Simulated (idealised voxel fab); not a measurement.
Process module under the name voxel gate over fins
Pictured: cross-section cut, 260 nm wide, on a grid of 5 nm square cells.
Cross-section spec: square-cell grid; bands listed top down; each band is one or more rows.
Read a band's entry like this: the first values are the height of its top and the height of its bottom in nm, and what follows is the sequence of materials from left to right, each with its width in nm. Note that "empty" is empty space, and that a single material marked "edge to edge" reaches across the band from edge to edge.
Height reference: 0 = level under which incoming wafer is all one material. Lowest band: no bottom, runs on downward, e.g. "z 0 and below".
Top row gets the first number, bottom row gets the second, and each row in between changes by the same step: that is how a band width like "30..40" works.
"nothing different" (step): cross-section cells unchanged, all of them.
Voids not open to the top, 8 cells minimum: see "Internal closed voids". Written width x height at distance; distance is from the left edge; nm.
Past the settings on a step's line: simulator remark, on that step.
On any step carrying a mask, the "overlay nm" setting, if present on the step's line, tells how far right of its planned place the mask lay; negative values point to the left.
[Planned process steps]
1. RECEIVE with material Si
2. CONFORMAL_DEP with material SiN, thk nm 5
3. PATTERN with tone cover, mask id FINS, material resist, width nm 15, pitch nm 60, thk nm 20, overlay nm 0
4. DIRECTIONAL_ETCH with etch materials SiN, depth nm 5
5. DIRECTIONAL_ETCH with etch materials Si, depth nm 40
6. STRIP with etch materials resist
7. OXIDIZE with depth nm 5
8. FILL_DEP with material SiO2, thk nm 10
9. CMP with height nm 5
10. PATTERN with tone open, mask id RAIL, material resist, width nm 15, thk nm 15, overlay nm -15
11. DIRECTIONAL_ETCH with etch materials SiO2, depth nm 40
12. STRIP with etch materials resist
13. CONFORMAL_DEP with material TiN, thk nm 5
14. FILL_DEP with material Ru, thk nm 5
15. CMP with height nm 5
16. SELECTIVE_ETCH with etch materials W Ru TiN, depth nm 30
17. FILL_DEP with material SiO2, thk nm 5
18. CMP with height nm 5
19. SELECTIVE_ETCH with etch materials SiO2, depth nm 20
20. STRIP with etch materials SiN
21. CONFORMAL_DEP with material HfO2, thk nm 5
22. CONFORMAL_DEP with material TiN, thk nm 5
23. CONFORMAL_DEP with material TiAl, thk nm 5
24. CONFORMAL_DEP with material TiN, thk nm 5
25. FILL_DEP with material W, thk nm 15
26. CMP with height nm 30
27. CONFORMAL_DEP with material SiCN, thk nm 10
Across this set of wafers, the varied parameter is the overlay nm of step 10. Starting conditions are identical for every wafer, and the plan reports the value assigned to the first wafer.
[As-received state after step 1, first of several wafers, cross-section]
z 0 and below  Si edge to edge
Internal closed voids: none
[First wafer of several, cross-section, module end, after step 27 (last)]
z 40 to 30  SiCN edge to edge
z 30 to 20  W edge to edge
z 20 to 15  45 W, 45 TiN, 15 W, 45 TiN, 15 W, 45 TiN, 50 W
z 15 to 10  45 W, 5 TiN, 35 TiAl, 5 TiN, 15 W, 5 TiN, 35 TiAl, 5 TiN, 15 W, 5 TiN, 35 TiAl, 5 TiN, 50 W
z 10 to 5  45 W, 5 TiN, 5 TiAl, 25 TiN, 5 TiAl, 5 TiN, 15 W, 5 TiN, 5 TiAl, 25 TiN, 5 TiAl, 5 TiN, 15 W, 5 TiN, 5 TiAl, 25 TiN, 5 TiAl, 5 TiN, 50 W
z 5 to 0  50 TiN, 5 TiAl, 5 TiN, 15 HfO2, 5 TiN, 5 TiAl, 25 TiN, 5 TiAl, 5 TiN, 15 HfO2, 5 TiN, 5 TiAl, 25 TiN, 5 TiAl, 5 TiN, 15 HfO2, 5 TiN, 5 TiAl, 55 TiN
z 0 to -5  55 TiAl, 5 TiN, 5 HfO2, 5 Si, 5 HfO2, 5 TiN, 35 TiAl, 5 TiN, 5 HfO2, 5 Si, 5 HfO2, 5 TiN, 35 TiAl, 5 TiN, 5 HfO2, 5 Si, 5 HfO2, 5 TiN, 60 TiAl
z -5 to -10  60 TiN, 5 HfO2, 5 Si, 5 HfO2, 45 TiN, 5 HfO2, 5 Si, 5 HfO2, 45 TiN, 5 HfO2, 5 Si, 5 HfO2, 65 TiN
z -10 to -15  65 HfO2, 5 Si, 55 HfO2, 5 Si, 55 HfO2, 5 Si, 70 HfO2
z -15 to -25  65 SiO2, 5 Si, 55 SiO2, 5 Si, 55 SiO2, 5 Si, 70 SiO2
z -25 to -30  65 SiO2, 5 Si, 5 SiO2, 5 TiN, 5 Ru, 5 TiN, 35 SiO2, 5 Si, 55 SiO2, 5 Si, 70 SiO2
z -30 to -35  65 SiO2, 5 Si, 5 SiO2, 15 TiN, 35 SiO2, 5 Si, 55 SiO2, 5 Si, 70 SiO2
z -35 to -45  65 SiO2, 5 Si, 55 SiO2, 5 Si, 55 SiO2, 5 Si, 70 SiO2
z -45 and below  Si edge to edge
Internal closed voids: none
[Last wafer, end of module, cross-section]
z 40 to 30  SiCN edge to edge
z 30 to 20  W edge to edge
z 20 to 15  45 W, 45 TiN, 15 W, 45 TiN, 15 W, 45 TiN, 50 W
z 15 to 10  45 W, 5 TiN, 35 TiAl, 5 TiN, 15 W, 5 TiN, 35 TiAl, 5 TiN, 15 W, 5 TiN, 35 TiAl, 5 TiN, 50 W
z 10 to 5  45 W, 5 TiN, 5 TiAl, 25 TiN, 5 TiAl, 5 TiN, 15 W, 5 TiN, 5 TiAl, 25 TiN, 5 TiAl, 5 TiN, 15 W, 5 TiN, 5 TiAl, 25 TiN, 5 TiAl, 5 TiN, 50 W
z 5 to 0  50 TiN, 5 TiAl, 5 TiN, 15 HfO2, 5 TiN, 5 TiAl, 25 TiN, 5 TiAl, 5 TiN, 15 HfO2, 5 TiN, 5 TiAl, 25 TiN, 5 TiAl, 5 TiN, 15 HfO2, 5 TiN, 5 TiAl, 55 TiN
z 0 to -5  55 TiAl, 5 TiN, 5 HfO2, 5 Si, 5 HfO2, 5 TiN, 35 TiAl, 5 TiN, 5 HfO2, 5 Si, 5 HfO2, 5 TiN, 35 TiAl, 5 TiN, 5 HfO2, 5 Si, 5 HfO2, 5 TiN, 60 TiAl
z -5 to -10  60 TiN, 5 HfO2, 5 Si, 5 HfO2, 45 TiN, 5 HfO2, 5 Si, 5 HfO2, 45 TiN, 5 HfO2, 5 Si, 5 HfO2, 65 TiN
z -10 to -15  65 HfO2, 5 Si, 55 HfO2, 5 Si, 55 HfO2, 5 Si, 70 HfO2
z -15 to -25  65 SiO2, 5 Si, 55 SiO2, 5 Si, 55 SiO2, 5 Si, 70 SiO2
z -25 to -30  65 SiO2, 5 Si, 35 SiO2, 5 TiN, 5 Ru, 5 TiN, 5 SiO2, 5 Si, 55 SiO2, 5 Si, 70 SiO2
z -30 to -35  65 SiO2, 5 Si, 35 SiO2, 15 TiN, 5 SiO2, 5 Si, 55 SiO2, 5 Si, 70 SiO2
z -35 to -45  65 SiO2, 5 Si, 55 SiO2, 5 Si, 55 SiO2, 5 Si, 70 SiO2
z -45 and below  Si edge to edge
Internal closed voids: none
[Tabulated below, wafer by wafer, are the end-of-module results: for each material, the number of cells gained (+) or lost (-) relative to the as-received state, followed by the closed voids]
overlay nm -15; +70 HfO2; +1 Ru; -441 Si; +104 SiCN; +288 SiO2; +70 TiAl; +145 TiN; +179 W; Internal closed voids: none
overlay nm -10; +70 HfO2; +1 Ru; -441 Si; +104 SiCN; +288 SiO2; +70 TiAl; +145 TiN; +179 W; Internal closed voids: none
overlay nm -5; +70 HfO2; +1 Ru; -441 Si; +104 SiCN; +288 SiO2; +70 TiAl; +145 TiN; +179 W; Internal closed voids: none
overlay nm 0; +70 HfO2; +1 Ru; -441 Si; +104 SiCN; +288 SiO2; +70 TiAl; +145 TiN; +179 W; Internal closed voids: none
overlay nm 5; +70 HfO2; +1 Ru; -441 Si; +104 SiCN; +288 SiO2; +70 TiAl; +145 TiN; +179 W; Internal closed voids: none
overlay nm 10; +70 HfO2; +1 Ru; -441 Si; +104 SiCN; +288 SiO2; +70 TiAl; +145 TiN; +179 W; Internal closed voids: none
overlay nm 15; +70 HfO2; +1 Ru; -441 Si; +104 SiCN; +288 SiO2; +70 TiAl; +145 TiN; +179 W; Internal closed voids: none
